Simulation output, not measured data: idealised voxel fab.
Process module, titled voxel gate over fins
For reference, the cross-section in this document is cut, with width 280 nm and square cells of 5 nm.
Cross-section format: a grid of square cells, given as bands from top to bottom; each band is one or more rows of cells.
Band: top height; bottom height; in nm. Then, left to right: material with width in nm, for each material. "throughout": a single material spanning edge to edge. "empty": empty space.
We count height from 0. Below that, the starting wafer is all one material. The lowest band never ends at the bottom but goes on down; see "from 0 down" for how that is written.
Width "30..40": first value at the band's top row of cells, second value at its bottom row, equal change from row to row.
Step marked "remains unaltered"? Then no cell in the cross-section changed in it.
The entry titled "Voids, fully enclosed" provides the empty spaces that have no open way to the top, restricted to those of 8 cells or more. Each is presented as width x height at distance, the distance being measured from the left edge, with all three in nm.
Whatever follows a step's settings on its line is a remark the simulator itself makes about that step.
Each step line may optionally specify "overlay nm", which for a step with a mask gives the rightward distance between the mask's planned place and where it lay, a negative value indicating the leftward direction.
So here's the lineup of process steps we planned
1: RECEIVE with material Si
2: CONFORMAL_DEP with material SiN, thk nm 5
3: PATTERN with tone cover, mask id FINS, material resist, width nm 15, pitch nm 45, thk nm 20, overlay nm 0
4: DIRECTIONAL_ETCH with etch materials SiN, depth nm 5
5: DIRECTIONAL_ETCH with etch materials Si, depth nm 35
6: STRIP with etch materials resist
7: FILL_DEP with material SiO2, thk nm 15
8: CMP with height nm 5
9: SELECTIVE_ETCH with etch materials SiO2, depth nm 10
10: STRIP with etch materials SiN
11: CONFORMAL_DEP with material HfO2, thk nm 5
12: CONFORMAL_DEP with material TiN, thk nm 5
13: CONFORMAL_DEP with material TiAl, thk nm 5
14: CONFORMAL_DEP with material TiN, thk nm 5
15: FILL_DEP with material W, thk nm 10
16: CMP with height nm 25
17: CONFORMAL_DEP with material SiN, thk nm 10
The value of depth nm given for step 9 in the plan refers to the first wafer; the wafers vary in this setting and are alike at the start.
Cross-section of the first of several received wafers, showing its state after step 1
* from 0 down | Si throughout
* Voids, fully enclosed: none
The following table contains a row per wafer, in which are reported, at the conclusion of the module, the cells of each material gained (+) or lost (-) since the wafer's receipt, with its closed voids given thereafter
depth nm 10; +60 HfO2; -350 Si; +112 SiN; +300 SiO2; +60 TiAl; +118 TiN; +92 W; Voids, fully enclosed: none
depth nm 15; +64 HfO2; -350 Si; +112 SiN; +250 SiO2; +64 TiAl; +124 TiN; +128 W; Voids, fully enclosed: none
depth nm 20; +68 HfO2; -350 Si; +112 SiN; +200 SiO2; +68 TiAl; +130 TiN; +164 W; Voids, fully enclosed: none
depth nm 25; +72 HfO2; -350 Si; +112 SiN; +150 SiO2; +72 TiAl; +136 TiN; +200 W; Voids, fully enclosed: none
depth nm 30; +76 HfO2; -350 Si; +112 SiN; +100 SiO2; +76 TiAl; +142 TiN; +236 W; Voids, fully enclosed: none
depth nm 35; +80 HfO2; -350 Si; +112 SiN; +50 SiO2; +80 TiAl; +148 TiN; +272 W; Voids, fully enclosed: none
